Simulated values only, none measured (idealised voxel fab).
Herein follows the process module entitled voxel wiring stack.
This is section cut - it's 225 nm across, gridded in 5 nm square cells.
Think of the cross-section as a grid of square cells. We describe it in bands, top to bottom, and each band covers one or more rows of those cells. This entry defines a band. It first specifies the height of the band's top and the height of its bottom in nm, and then specifies the band's materials from left to right, stating each material with its width in nm. The word "everywhere" identifies a single material that fills the band from edge to edge, while the word "air" identifies empty space. The reference from which all heights are counted is 0, the level beneath which the as-received wafer is entirely one material; the lowest band, having no lower bound, proceeds downward and is written after the example "z 0 and below". It should be noted that a width expressed as "30..40" varies in equal increments from row to row of cells within the band, taking the value of the first number at the top row and that of the second number at the bottom row. "nothing different" means the step left every cell of the cross-section as it was. "Trapped voids" lists enclosed empty spaces (at least 8 cells, no open path upward to the top), each as width x height at distance from the left edge, in nm. Past the settings on a step's line: simulator remark, on that step. overlay nm: for a step with a mask, the amount by which the mask lay right of where it was planned; a negative amount means left of it.
# Here's what the planned process steps look like
1,RECEIVE [material Si]
2,CONFORMAL_DEP [material SiO2] [thk nm 10]
3,DIRECTIONAL_DEP [material TiN] [thk nm 5]
4,DIRECTIONAL_DEP [material Ru] [thk nm 15]
5,PATTERN [tone cover] [mask id METAL_1] [material resist] [width nm 25] [pitch nm 45] [thk nm 20] [overlay nm 0]
6,DIRECTIONAL_ETCH [etch materials Ru] [depth nm 15]
7,DIRECTIONAL_ETCH [etch materials TiN] [depth nm 5]
8,STRIP [etch materials resist]
9,FILL_DEP [material lowk] [thk nm 5]
10,CMP [height nm 30]
11,CONFORMAL_DEP [material SiCN] [thk nm 5]
12,DIRECTIONAL_DEP [material lowk] [thk nm 30]
13,MASKED_ETCH [tone open] [mask id METAL_2_HOLES] [width nm 15] [pitch nm 45] [etch materials lowk] [depth nm 30] [overlay nm 0]
14,MASKED_ETCH [tone open] [mask id METAL_2] [width nm 25] [pitch nm 45] [etch materials lowk] [depth nm 20] [overlay nm 0]
15,MASKED_ETCH [tone open] [mask id METAL_2] [width nm 25] [pitch nm 45] [etch materials SiCN] [depth nm 5] [overlay nm 0]
16,CONFORMAL_DEP [material TiN] [thk nm 5]
17,FILL_DEP [material Cu] [thk nm 5]
18,CMP [height nm 65]
19,CONFORMAL_DEP [material SiN] [thk nm 5]
Heads up: all these wafers start the same, and what changes between them is the thk nm in step 11. The value you see in the plan is just what the first wafer got.
# Cross-sectional view of the first of several wafers in the as-received condition, corresponding to the state following step 1
  z 0 and below = Si everywhere
  Trapped voids: none
# First of several wafers, sectioned at end of module (last step: step 19)
  z 70 to 65 = SiN everywhere
  z 65 to 50 = 55 nm lowk, then 5 nm TiN, then 15 nm Cu, then 5 nm TiN, then 20 nm lowk, then 5 nm TiN, then 15 nm Cu, then 5 nm TiN, then 20 nm lowk, then 5 nm TiN, then 15 nm Cu, then 5 nm TiN, then 55 nm lowk
  z 50 to 45 = 55 nm lowk, then 5 nm TiN, then 5 nm Cu, then 15 nm TiN, then 20 nm lowk, then 5 nm TiN, then 5 nm Cu, then 15 nm TiN, then 20 nm lowk, then 5 nm TiN, then 5 nm Cu, then 15 nm TiN, then 55 nm lowk
  z 45 to 35 = 55 nm lowk, then 5 nm TiN, then 5 nm Cu, then 5 nm TiN, then 30 nm lowk, then 5 nm TiN, then 5 nm Cu, then 5 nm TiN, then 30 nm lowk, then 5 nm TiN, then 5 nm Cu, then 5 nm TiN, then 65 nm lowk
  z 35 to 30 = 55 nm SiCN, then 15 nm TiN, then 30 nm SiCN, then 15 nm TiN, then 30 nm SiCN, then 15 nm TiN, then 65 nm SiCN
  z 30 to 15 = 55 nm lowk, then 25 nm Ru, then 20 nm lowk, then 25 nm Ru, then 20 nm lowk, then 25 nm Ru, then 55 nm lowk
  z 15 to 10 = 55 nm lowk, then 25 nm TiN, then 20 nm lowk, then 25 nm TiN, then 20 nm lowk, then 25 nm TiN, then 55 nm lowk
  z 10 to 0 = SiO2 everywhere
  z 0 and below = Si everywhere
  Trapped voids: none
# The module's end: a cross-section of the last wafer
  z 70 to 65 = SiN everywhere
  z 65 to 60 = 55 nm lowk, then 5 nm TiN, then 5 nm Cu, then 15 nm TiN, then 20 nm lowk, then 5 nm TiN, then 5 nm Cu, then 15 nm TiN, then 20 nm lowk, then 5 nm TiN, then 5 nm Cu, then 15 nm TiN, then 55 nm lowk
  z 60 to 50 = 55 nm lowk, then 5 nm TiN, then 5 nm Cu, then 5 nm TiN, then 30 nm lowk, then 5 nm TiN, then 5 nm Cu, then 5 nm TiN, then 30 nm lowk, then 5 nm TiN, then 5 nm Cu, then 5 nm TiN, then 65 nm lowk
  z 50 to 45 = 55 nm SiCN, then 15 nm TiN, then 30 nm SiCN, then 15 nm TiN, then 30 nm SiCN, then 15 nm TiN, then 65 nm SiCN
  z 45 to 30 = SiCN everywhere
  z 30 to 15 = 55 nm lowk, then 25 nm Ru, then 20 nm lowk, then 25 nm Ru, then 20 nm lowk, then 25 nm Ru, then 55 nm lowk
  z 15 to 10 = 55 nm lowk, then 25 nm TiN, then 20 nm lowk, then 25 nm TiN, then 20 nm lowk, then 25 nm TiN, then 55 nm lowk
  z 10 to 0 = SiO2 everywhere
  z 0 and below = Si everywhere
  Trapped voids: none
# Rows = wafers. At module end, each row lists per material the cells gained (+) or lost (-) since the wafer was received, then the closed voids
thk nm 5, +36 Cu, +45 Ru, +36 SiCN, +45 SiN, +90 SiO2, +66 TiN, +312 lowk, Trapped voids: none
thk nm 10, +27 Cu, +45 Ru, +81 SiCN, +45 SiN, +90 SiO2, +60 TiN, +282 lowk, Trapped voids: none
thk nm 15, +18 Cu, +45 Ru, +126 SiCN, +45 SiN, +90 SiO2, +54 TiN, +252 lowk, Trapped voids: none
thk nm 20, +9 Cu, +45 Ru, +171 SiCN, +45 SiN, +90 SiO2, +48 TiN, +222 lowk, Trapped voids: none
